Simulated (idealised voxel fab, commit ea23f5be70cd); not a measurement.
process module | voxel self aligned contacts
cross-section cut | 185 nm wide | cells 5 nm
A cross-section is a grid of square cells, given in bands from the top down. A band is one or more rows of cells.
Each band's line starts with the height of the band's top and of its bottom, in nm. Then come its materials from left to right, each with its width in nm. One material with "throughout" fills the band from edge to edge. "air" is empty space.
Height 0 is the level under which the wafer as received is all one material. The lowest band goes on downwards, as in "0 down".
A width such as "30 to 40" changes by the same amount from each row of cells to the next, from the band's top row to its bottom row.
"no change" after a step means that no cell of the cross-section changed.
closed voids: empty space of 8 cells or more with no open way to the top, each as width x height at its distance from the left edge, in nm
after a step's settings: what the simulator itself notes on the step
overlay nm, on a step with a mask: how far to the right of its planned place the mask lay; to the left if negative
plan
1 op RECEIVE | material Si
2 op OXIDIZE | depth nm 5
3 op DIRECTIONAL_DEP | material polySi | thk nm 30
4 op DIRECTIONAL_DEP | material SiN | thk nm 15
5 op PATTERN | tone cover | mask id GATE | material resist | width nm 25 | pitch nm 50 | thk nm 15 | overlay nm 0
6 op DIRECTIONAL_ETCH | etch materials SiN | depth nm 15
7 op DIRECTIONAL_ETCH | etch materials polySi | depth nm 30
8 op STRIP | etch materials resist
9 op CONFORMAL_DEP | material SiN | thk nm 5
10 op DIRECTIONAL_ETCH | etch materials SiN | depth nm 5
11 op FILL_DEP | material SiO2 | thk nm 15
12 op CMP | height nm 50
13 op MASKED_ETCH | tone open | mask id CONTACT | width nm 35 | etch materials SiO2 | depth nm 55 | overlay nm 0
14 op CONFORMAL_DEP | material TiN | thk nm 5
15 op FILL_DEP | material W | thk nm 5
16 op CMP | height nm 50
17 op CONFORMAL_DEP | material SiCN | thk nm 5
first wafer, as planned
as received, after step 1
  0 down: Si throughout
  closed voids: none
after step 2
  0 to -5: SiO2 throughout
  below -5: unchanged
after step 3
  30 to 0: polySi throughout
  below 0: unchanged
after step 4
  45 to 30: SiN throughout
  below 30: unchanged
after step 5
  60 to 45: air 55 | resist 25 | air 25 | resist 25 | air 55
  below 45: unchanged
after step 6
  60 to 45: air 55 | resist 25 | air 25 | resist 25 | air 55
  45 to 30: air 55 | SiN 25 | air 25 | SiN 25 | air 55
  below 30: unchanged
after step 7
  60 to 45: air 55 | resist 25 | air 25 | resist 25 | air 55
  45 to 30: air 55 | SiN 25 | air 25 | SiN 25 | air 55
  30 to 0: air 55 | polySi 25 | air 25 | polySi 25 | air 55
  below 0: unchanged
after step 8
  45 to 30: air 55 | SiN 25 | air 25 | SiN 25 | air 55
  below 30: unchanged
after step 9
  50 to 30: air 50 | SiN 35 | air 15 | SiN 35 | air 50
  30 to 5: air 50 | SiN 5 | polySi 25 | SiN 5 | air 15 | SiN 5 | polySi 25 | SiN 5 | air 50
  5 to 0: SiN 55 | polySi 25 | SiN 25 | polySi 25 | SiN 55
  below 0: unchanged
after step 10
  45 to 30: air 50 | SiN 35 | air 15 | SiN 35 | air 50
  30 to 0: air 50 | SiN 5 | polySi 25 | SiN 5 | air 15 | SiN 5 | polySi 25 | SiN 5 | air 50
  below 0: unchanged
after step 11
  60 to 45: SiO2 throughout
  45 to 30: SiO2 50 | SiN 35 | SiO2 15 | SiN 35 | SiO2 50
  30 to 0: SiO2 50 | SiN 5 | polySi 25 | SiN 5 | SiO2 15 | SiN 5 | polySi 25 | SiN 5 | SiO2 50
  below 0: unchanged
after step 12
  50 to 45: SiO2 throughout
  below 45: unchanged
after step 13
  50 to 45: SiO2 75 | air 35 | SiO2 75
  45 to 30: SiO2 50 | SiN 35 | air 15 | SiN 35 | SiO2 50
  30 to 0: SiO2 50 | SiN 5 | polySi 25 | SiN 5 | air 15 | SiN 5 | polySi 25 | SiN 5 | SiO2 50
  0 to -5: SiO2 85 | air 15 | SiO2 85
  below -5: unchanged
after step 14
  55 to 50: TiN 80 | air 25 | TiN 80
  50 to 45: SiO2 75 | TiN 15 | air 5 | TiN 15 | SiO2 75
  45 to 30: SiO2 50 | SiN 35 | TiN 5 | air 5 | TiN 5 | SiN 35 | SiO2 50
  30 to 0: SiO2 50 | SiN 5 | polySi 25 | SiN 5 | TiN 5 | air 5 | TiN 5 | SiN 5 | polySi 25 | SiN 5 | SiO2 50
  0 to -5: SiO2 85 | TiN 15 | SiO2 85
  below -5: unchanged
after step 15
  60 to 55: W throughout
  55 to 50: TiN 80 | W 25 | TiN 80
  50 to 45: SiO2 75 | TiN 15 | W 5 | TiN 15 | SiO2 75
  45 to 30: SiO2 50 | SiN 35 | TiN 5 | W 5 | TiN 5 | SiN 35 | SiO2 50
  30 to 0: SiO2 50 | SiN 5 | polySi 25 | SiN 5 | TiN 5 | W 5 | TiN 5 | SiN 5 | polySi 25 | SiN 5 | SiO2 50
  below 0: unchanged
after step 16
  50 to 45: SiO2 75 | TiN 15 | W 5 | TiN 15 | SiO2 75
  below 45: unchanged
after step 17
  55 to 50: SiCN throughout
  below 50: unchanged
second wafer: like start, like plan, one mistake. Through step 2 it matches the first wafer
when step 3 should have ended
  30 to 0: SiCN throughout
  below 0: unchanged
when step 4 should have ended
  45 to 30: SiN throughout
  below 30: unchanged
when step 5 should have ended
  60 to 45: air 55 | resist 25 | air 25 | resist 25 | air 55
  below 45: unchanged
when step 6 should have ended
  60 to 45: air 55 | resist 25 | air 25 | resist 25 | air 55
  45 to 30: air 55 | SiN 25 | air 25 | SiN 25 | air 55
  below 30: unchanged
when step 7 should have ended: no change
when step 8 should have ended
  45 to 30: air 55 | SiN 25 | air 25 | SiN 25 | air 55
  below 30: unchanged
when step 9 should have ended
  50 to 35: air 50 | SiN 35 | air 15 | SiN 35 | air 50
  35 to 30: SiN throughout
  below 30: unchanged
when step 10 should have ended
  45 to 30: air 50 | SiN 35 | air 15 | SiN 35 | air 50
  below 30: unchanged
when step 11 should have ended
  60 to 45: SiO2 throughout
  45 to 30: SiO2 50 | SiN 35 | SiO2 15 | SiN 35 | SiO2 50
  below 30: unchanged
when step 12 should have ended
  50 to 45: SiO2 throughout
  below 45: unchanged
when step 13 should have ended
  50 to 45: SiO2 75 | air 35 | SiO2 75
  45 to 30: SiO2 50 | SiN 35 | air 15 | SiN 35 | SiO2 50
  below 30: unchanged
when step 14 should have ended
  55 to 50: TiN 80 | air 25 | TiN 80
  50 to 45: SiO2 75 | TiN 15 | air 5 | TiN 15 | SiO2 75
  45 to 35: SiO2 50 | SiN 35 | TiN 5 | air 5 | TiN 5 | SiN 35 | SiO2 50
  35 to 30: SiO2 50 | SiN 35 | TiN 15 | SiN 35 | SiO2 50
  below 30: unchanged
when step 15 should have ended
  60 to 55: W throughout
  55 to 50: TiN 80 | W 25 | TiN 80
  50 to 45: SiO2 75 | TiN 15 | W 5 | TiN 15 | SiO2 75
  45 to 35: SiO2 50 | SiN 35 | TiN 5 | W 5 | TiN 5 | SiN 35 | SiO2 50
  below 35: unchanged
when step 16 should have ended
  50 to 45: SiO2 75 | TiN 15 | W 5 | TiN 15 | SiO2 75
  below 45: unchanged
when step 17 should have ended
  55 to 50: SiCN throughout
  below 50: unchanged
what went wrong: step 3 ran as: op DIRECTIONAL_DEP | material SiCN | thk nm 30
at the end the second wafer has, in cells: 222 more of SiCN | 24 fewer of SiN | 117 fewer of SiO2 | 14 fewer of TiN | 7 fewer of W | 60 fewer of polySi
